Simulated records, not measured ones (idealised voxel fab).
process module | voxel ribs on slabs
cross-section cut | 205 nm wide | cells 5 nm
A cross-section is a grid of square cells, given in bands from the top down. A band is one or more rows of cells.
Each band's line starts with the height of the band's top and of its bottom, in nm. Then come its materials from left to right, each with its width in nm. One material with "throughout" fills the band from edge to edge. "air" is empty space.
Height 0 is the level under which the wafer as received is all one material. The lowest band goes on downwards, as in "0 down".
A width such as "30 to 40" changes by the same amount from each row of cells to the next, from the band's top row to its bottom row.
"no change" after a step means that no cell of the cross-section changed.
closed voids: empty space of 8 cells or more with no open way to the top, each as width x height at its distance from the left edge, in nm
after a step's settings: what the simulator itself notes on the step
overlay nm, on a step with a mask: how far to the right of its planned place the mask lay; to the left if negative
plan
1 op RECEIVE | material Si
2 op DIRECTIONAL_DEP | material SiO2 | thk nm 25
3 op DIRECTIONAL_DEP | material polySi | thk nm 20
4 op PATTERN | tone cover | mask id RIB | material resist | width nm 30 | thk nm 20 | overlay nm 0
5 op DIRECTIONAL_ETCH | etch materials polySi | depth nm 10
6 op STRIP | etch materials resist
7 op MASKED_ETCH | tone cover | mask id SLAB | width nm 60 | etch materials polySi | depth nm 10 | overlay nm 0
8 op FILL_DEP | material SiO2 | thk nm 25
9 op CMP | height nm 60
10 op DIRECTIONAL_DEP | material TiN | thk nm 5
11 op PATTERN | tone cover | mask id HEATER | material resist | width nm 40 | thk nm 20 | overlay nm 0
12 op DIRECTIONAL_ETCH | etch materials TiN | depth nm 5
13 op STRIP | etch materials resist
14 op CONFORMAL_DEP | material SiO2 | thk nm 10
first wafer, as planned
as received, after step 1
  0 down: Si throughout
  closed voids: none
after step 2
  25 to 0: SiO2 throughout
  below 0: unchanged
after step 3
  45 to 25: polySi throughout
  below 25: unchanged
after step 4
  65 to 45: air 85 | resist 30 | air 90
  below 45: unchanged
after step 5
  65 to 45: air 85 | resist 30 | air 90
  45 to 35: air 85 | polySi 30 | air 90
  below 35: unchanged
after step 6
  45 to 35: air 85 | polySi 30 | air 90
  below 35: unchanged
after step 7
  45 to 35: air 85 | polySi 30 | air 90
  35 to 25: air 70 | polySi 60 | air 75
  below 25: unchanged
after step 8
  70 to 45: SiO2 throughout
  45 to 35: SiO2 85 | polySi 30 | SiO2 90
  35 to 25: SiO2 70 | polySi 60 | SiO2 75
  below 25: unchanged
after step 9
  60 to 45: SiO2 throughout
  below 45: unchanged
after step 10
  65 to 60: TiN throughout
  below 60: unchanged
after step 11
  85 to 65: air 80 | resist 40 | air 85
  below 65: unchanged
after step 12
  85 to 65: air 80 | resist 40 | air 85
  65 to 60: air 80 | TiN 40 | air 85
  below 60: unchanged
after step 13
  65 to 60: air 80 | TiN 40 | air 85
  below 60: unchanged
after step 14
  75 to 70: air 70 | SiO2 60 | air 75
  70 to 65: SiO2 throughout
  65 to 60: SiO2 80 | TiN 40 | SiO2 85
  below 60: unchanged
second wafer: like start, like plan, one mistake. Through step 2 it matches the first wafer
when step 3 should have ended
  65 to 25: polySi throughout
  below 25: unchanged
when step 4 should have ended
  85 to 65: air 85 | resist 30 | air 90
  below 65: unchanged
when step 5 should have ended
  85 to 65: air 85 | resist 30 | air 90
  65 to 55: air 85 | polySi 30 | air 90
  below 55: unchanged
when step 6 should have ended
  65 to 55: air 85 | polySi 30 | air 90
  below 55: unchanged
when step 7 should have ended
  65 to 55: air 85 | polySi 30 | air 90
  55 to 45: air 70 | polySi 60 | air 75
  below 45: unchanged
when step 8 should have ended
  90 to 65: SiO2 throughout
  65 to 55: SiO2 85 | polySi 30 | SiO2 90
  55 to 45: SiO2 70 | polySi 60 | SiO2 75
  below 45: unchanged
when step 9 should have ended
  60 to 55: SiO2 85 | polySi 30 | SiO2 90
  below 55: unchanged
when step 10 should have ended
  65 to 60: TiN throughout
  below 60: unchanged
when step 11 should have ended
  85 to 65: air 80 | resist 40 | air 85
  below 65: unchanged
when step 12 should have ended
  85 to 65: air 80 | resist 40 | air 85
  65 to 60: air 80 | TiN 40 | air 85
  below 60: unchanged
when step 13 should have ended
  65 to 60: air 80 | TiN 40 | air 85
  below 60: unchanged
when step 14 should have ended
  75 to 70: air 70 | SiO2 60 | air 75
  70 to 65: SiO2 throughout
  65 to 60: SiO2 80 | TiN 40 | SiO2 85
  below 60: unchanged
what went wrong: step 3 was run twice
at the end the second wafer has, in cells: 158 fewer of SiO2 | 158 more of polySi
